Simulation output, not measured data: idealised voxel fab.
process module | voxel self aligned contacts
cross-section cut | 250 nm wide | cells 5 nm
A cross-section is a grid of square cells, given in bands from the top down. A band is one or more rows of cells.
Each band's line starts with the height of the band's top and of its bottom, in nm. Then come its materials from left to right, each with its width in nm. One material with "throughout" fills the band from edge to edge. "air" is empty space.
Height 0 is the level under which the wafer as received is all one material. The lowest band goes on downwards, as in "0 down".
A width such as "30 to 40" changes by the same amount from each row of cells to the next, from the band's top row to its bottom row.
"no change" after a step means that no cell of the cross-section changed.
closed voids: empty space of 8 cells or more with no open way to the top, each as width x height at its distance from the left edge, in nm
after a step's settings: what the simulator itself notes on the step
overlay nm, on a step with a mask: how far to the right of its planned place the mask lay; to the left if negative
plan
1 op RECEIVE | material Si
2 op OXIDIZE | depth nm 5
3 op DIRECTIONAL_DEP | material polySi | thk nm 25
4 op DIRECTIONAL_DEP | material SiN | thk nm 25
5 op DIRECTIONAL_DEP | material aC | thk nm 15
6 op PATTERN | tone cover | mask id GATE | material resist | width nm 25 | pitch nm 65 | thk nm 30 | overlay nm 0
7 op DIRECTIONAL_ETCH | etch materials aC | depth nm 15
8 op STRIP | etch materials resist
9 op DIRECTIONAL_ETCH | etch materials SiN | depth nm 25
10 op DIRECTIONAL_ETCH | etch materials polySi | depth nm 25
11 op STRIP | etch materials aC
12 op CONFORMAL_DEP | material SiN | thk nm 10
13 op DIRECTIONAL_ETCH | etch materials SiN | depth nm 10
14 op FILL_DEP | material SiO2 | thk nm 15
15 op CMP | height nm 60
16 op PATTERN | tone open | mask id CONTACT | material resist | width nm 50 | pitch nm 65 | thk nm 20 | overlay nm 0
17 op DIRECTIONAL_ETCH | etch materials SiO2 | depth nm 65
18 op STRIP | etch materials resist
19 op CONFORMAL_DEP | material TiN | thk nm 5
20 op FILL_DEP | material W | thk nm 5
21 op CMP | height nm 60
22 op CONFORMAL_DEP | material SiN | thk nm 5
first wafer, as planned
as received, after step 1
  0 down: Si throughout
  closed voids: none
after step 2
  0 to -5: SiO2 throughout
  below -5: unchanged
after step 3
  25 to 0: polySi throughout
  below 0: unchanged
after step 4
  50 to 25: SiN throughout
  below 25: unchanged
after step 5
  65 to 50: aC throughout
  below 50: unchanged
after step 6
  95 to 65: air 45 | resist 25 | air 40 | resist 25 | air 40 | resist 25 | air 50
  below 65: unchanged
after step 7
  80 to 65: air 45 | resist 25 | air 40 | resist 25 | air 40 | resist 25 | air 50
  65 to 50: air 45 | aC 25 | air 40 | aC 25 | air 40 | aC 25 | air 50
  below 50: unchanged
after step 8
  65 to 50: air 45 | aC 25 | air 40 | aC 25 | air 40 | aC 25 | air 50
  below 50: unchanged
after step 9
  65 to 50: air 45 | aC 25 | air 40 | aC 25 | air 40 | aC 25 | air 50
  50 to 25: air 45 | SiN 25 | air 40 | SiN 25 | air 40 | SiN 25 | air 50
  below 25: unchanged
after step 10
  65 to 50: air 45 | aC 25 | air 40 | aC 25 | air 40 | aC 25 | air 50
  50 to 25: air 45 | SiN 25 | air 40 | SiN 25 | air 40 | SiN 25 | air 50
  25 to 0: air 45 | polySi 25 | air 40 | polySi 25 | air 40 | polySi 25 | air 50
  below 0: unchanged
after step 11
  50 to 25: air 45 | SiN 25 | air 40 | SiN 25 | air 40 | SiN 25 | air 50
  below 25: unchanged
after step 12
  60 to 25: air 35 | SiN 45 | air 20 | SiN 45 | air 20 | SiN 45 | air 40
  25 to 10: air 35 | SiN 10 | polySi 25 | SiN 10 | air 20 | SiN 10 | polySi 25 | SiN 10 | air 20 | SiN 10 | polySi 25 | SiN 10 | air 40
  10 to 0: SiN 45 | polySi 25 | SiN 40 | polySi 25 | SiN 40 | polySi 25 | SiN 50
  below 0: unchanged
after step 13
  50 to 25: air 35 | SiN 45 | air 20 | SiN 45 | air 20 | SiN 45 | air 40
  25 to 0: air 35 | SiN 10 | polySi 25 | SiN 10 | air 20 | SiN 10 | polySi 25 | SiN 10 | air 20 | SiN 10 | polySi 25 | SiN 10 | air 40
  below 0: unchanged
after step 14
  65 to 50: SiO2 throughout
  50 to 25: SiO2 35 | SiN 45 | SiO2 20 | SiN 45 | SiO2 20 | SiN 45 | SiO2 40
  25 to 0: SiO2 35 | SiN 10 | polySi 25 | SiN 10 | SiO2 20 | SiN 10 | polySi 25 | SiN 10 | SiO2 20 | SiN 10 | polySi 25 | SiN 10 | SiO2 40
  below 0: unchanged
after step 15
  60 to 50: SiO2 throughout
  below 50: unchanged
after step 16
  80 to 60: resist 65 | air 50 | resist 15 | air 50 | resist 70
  below 60: unchanged
after step 17
  80 to 60: resist 65 | air 50 | resist 15 | air 50 | resist 70
  60 to 50: SiO2 65 | air 50 | SiO2 15 | air 50 | SiO2 70
  50 to 25: SiO2 35 | SiN 45 | air 20 | SiN 45 | air 20 | SiN 45 | SiO2 40
  25 to 0: SiO2 35 | SiN 10 | polySi 25 | SiN 10 | air 20 | SiN 10 | polySi 25 | SiN 10 | air 20 | SiN 10 | polySi 25 | SiN 10 | SiO2 40
  0 to -5: SiO2 80 | air 20 | SiO2 45 | air 20 | SiO2 85
  below -5: unchanged
after step 18
  60 to 50: SiO2 65 | air 50 | SiO2 15 | air 50 | SiO2 70
  below 50: unchanged
after step 19
  65 to 60: TiN 70 | air 40 | TiN 25 | air 40 | TiN 75
  60 to 50: SiO2 65 | TiN 5 to 20 | air 40 to 10 | TiN 5 to 20 | SiO2 15 | TiN 5 to 20 | air 40 to 10 | TiN 5 to 20 | SiO2 70
  50 to 25: SiO2 35 | SiN 45 | TiN 5 | air 10 | TiN 5 | SiN 45 | TiN 5 | air 10 | TiN 5 | SiN 45 | SiO2 40
  25 to 0: SiO2 35 | SiN 10 | polySi 25 | SiN 10 | TiN 5 | air 10 | TiN 5 | SiN 10 | polySi 25 | SiN 10 | TiN 5 | air 10 | TiN 5 | SiN 10 | polySi 25 | SiN 10 | SiO2 40
  0 to -5: SiO2 80 | TiN 20 | SiO2 45 | TiN 20 | SiO2 85
  below -5: unchanged
after step 20
  70 to 65: W throughout
  65 to 60: TiN 70 | W 40 | TiN 25 | W 40 | TiN 75
  60 to 50: SiO2 65 | TiN 5 to 20 | W 40 to 10 | TiN 5 to 20 | SiO2 15 | TiN 5 to 20 | W 40 to 10 | TiN 5 to 20 | SiO2 70
  50 to 25: SiO2 35 | SiN 45 | TiN 5 | W 10 | TiN 5 | SiN 45 | TiN 5 | W 10 | TiN 5 | SiN 45 | SiO2 40
  25 to 0: SiO2 35 | SiN 10 | polySi 25 | SiN 10 | TiN 5 | W 10 | TiN 5 | SiN 10 | polySi 25 | SiN 10 | TiN 5 | W 10 | TiN 5 | SiN 10 | polySi 25 | SiN 10 | SiO2 40
  below 0: unchanged
after step 21
  60 to 50: SiO2 65 | TiN 5 to 20 | W 40 to 10 | TiN 5 to 20 | SiO2 15 | TiN 5 to 20 | W 40 to 10 | TiN 5 to 20 | SiO2 70
  below 50: unchanged
after step 22
  65 to 60: SiN throughout
  below 60: unchanged
second wafer: like start, like plan, one mistake. Through step 1 it matches the first wafer
when step 2 should have ended: no change
when step 3 should have ended
  25 to 0: polySi throughout
  below 0: unchanged
when step 4 should have ended
  50 to 25: SiN throughout
  below 25: unchanged
when step 5 should have ended
  65 to 50: aC throughout
  below 50: unchanged
when step 6 should have ended
  95 to 65: air 45 | resist 25 | air 40 | resist 25 | air 40 | resist 25 | air 50
  below 65: unchanged
when step 7 should have ended
  80 to 65: air 45 | resist 25 | air 40 | resist 25 | air 40 | resist 25 | air 50
  65 to 50: air 45 | aC 25 | air 40 | aC 25 | air 40 | aC 25 | air 50
  below 50: unchanged
when step 8 should have ended
  65 to 50: air 45 | aC 25 | air 40 | aC 25 | air 40 | aC 25 | air 50
  below 50: unchanged
when step 9 should have ended
  65 to 50: air 45 | aC 25 | air 40 | aC 25 | air 40 | aC 25 | air 50
  50 to 25: air 45 | SiN 25 | air 40 | SiN 25 | air 40 | SiN 25 | air 50
  below 25: unchanged
when step 10 should have ended
  65 to 50: air 45 | aC 25 | air 40 | aC 25 | air 40 | aC 25 | air 50
  50 to 25: air 45 | SiN 25 | air 40 | SiN 25 | air 40 | SiN 25 | air 50
  25 to 0: air 45 | polySi 25 | air 40 | polySi 25 | air 40 | polySi 25 | air 50
  below 0: unchanged
when step 11 should have ended
  50 to 25: air 45 | SiN 25 | air 40 | SiN 25 | air 40 | SiN 25 | air 50
  below 25: unchanged
when step 12 should have ended
  60 to 25: air 35 | SiN 45 | air 20 | SiN 45 | air 20 | SiN 45 | air 40
  25 to 10: air 35 | SiN 10 | polySi 25 | SiN 10 | air 20 | SiN 10 | polySi 25 | SiN 10 | air 20 | SiN 10 | polySi 25 | SiN 10 | air 40
  10 to 0: SiN 45 | polySi 25 | SiN 40 | polySi 25 | SiN 40 | polySi 25 | SiN 50
  below 0: unchanged
when step 13 should have ended
  50 to 25: air 35 | SiN 45 | air 20 | SiN 45 | air 20 | SiN 45 | air 40
  25 to 0: air 35 | SiN 10 | polySi 25 | SiN 10 | air 20 | SiN 10 | polySi 25 | SiN 10 | air 20 | SiN 10 | polySi 25 | SiN 10 | air 40
  below 0: unchanged
when step 14 should have ended
  65 to 50: SiO2 throughout
  50 to 25: SiO2 35 | SiN 45 | SiO2 20 | SiN 45 | SiO2 20 | SiN 45 | SiO2 40
  25 to 0: SiO2 35 | SiN 10 | polySi 25 | SiN 10 | SiO2 20 | SiN 10 | polySi 25 | SiN 10 | SiO2 20 | SiN 10 | polySi 25 | SiN 10 | SiO2 40
  below 0: unchanged
when step 15 should have ended
  60 to 50: SiO2 throughout
  below 50: unchanged
when step 16 should have ended
  80 to 60: resist 65 | air 50 | resist 15 | air 50 | resist 70
  below 60: unchanged
when step 17 should have ended
  80 to 60: resist 65 | air 50 | resist 15 | air 50 | resist 70
  60 to 50: SiO2 65 | air 50 | SiO2 15 | air 50 | SiO2 70
  50 to 25: SiO2 35 | SiN 45 | air 20 | SiN 45 | air 20 | SiN 45 | SiO2 40
  25 to 0: SiO2 35 | SiN 10 | polySi 25 | SiN 10 | air 20 | SiN 10 | polySi 25 | SiN 10 | air 20 | SiN 10 | polySi 25 | SiN 10 | SiO2 40
  below 0: unchanged
when step 18 should have ended
  60 to 50: SiO2 65 | air 50 | SiO2 15 | air 50 | SiO2 70
  below 50: unchanged
when step 19 should have ended
  65 to 60: TiN 70 | air 40 | TiN 25 | air 40 | TiN 75
  60 to 50: SiO2 65 | TiN 5 to 20 | air 40 to 10 | TiN 5 to 20 | SiO2 15 | TiN 5 to 20 | air 40 to 10 | TiN 5 to 20 | SiO2 70
  50 to 25: SiO2 35 | SiN 45 | TiN 5 | air 10 | TiN 5 | SiN 45 | TiN 5 | air 10 | TiN 5 | SiN 45 | SiO2 40
  25 to 5: SiO2 35 | SiN 10 | polySi 25 | SiN 10 | TiN 5 | air 10 | TiN 5 | SiN 10 | polySi 25 | SiN 10 | TiN 5 | air 10 | TiN 5 | SiN 10 | polySi 25 | SiN 10 | SiO2 40
  5 to 0: SiO2 35 | SiN 10 | polySi 25 | SiN 10 | TiN 20 | SiN 10 | polySi 25 | SiN 10 | TiN 20 | SiN 10 | polySi 25 | SiN 10 | SiO2 40
  below 0: unchanged
when step 20 should have ended
  70 to 65: W throughout
  65 to 60: TiN 70 | W 40 | TiN 25 | W 40 | TiN 75
  60 to 50: SiO2 65 | TiN 5 to 20 | W 40 to 10 | TiN 5 to 20 | SiO2 15 | TiN 5 to 20 | W 40 to 10 | TiN 5 to 20 | SiO2 70
  50 to 25: SiO2 35 | SiN 45 | TiN 5 | W 10 | TiN 5 | SiN 45 | TiN 5 | W 10 | TiN 5 | SiN 45 | SiO2 40
  25 to 5: SiO2 35 | SiN 10 | polySi 25 | SiN 10 | TiN 5 | W 10 | TiN 5 | SiN 10 | polySi 25 | SiN 10 | TiN 5 | W 10 | TiN 5 | SiN 10 | polySi 25 | SiN 10 | SiO2 40
  below 5: unchanged
when step 21 should have ended
  60 to 50: SiO2 65 | TiN 5 to 20 | W 40 to 10 | TiN 5 to 20 | SiO2 15 | TiN 5 to 20 | W 40 to 10 | TiN 5 to 20 | SiO2 70
  below 50: unchanged
when step 22 should have ended
  65 to 60: SiN throughout
  below 60: unchanged
what went wrong: step 2 was left out
at the end the second wafer has, in cells: 50 more of Si | 42 fewer of SiO2 | 4 fewer of TiN | 4 fewer of W
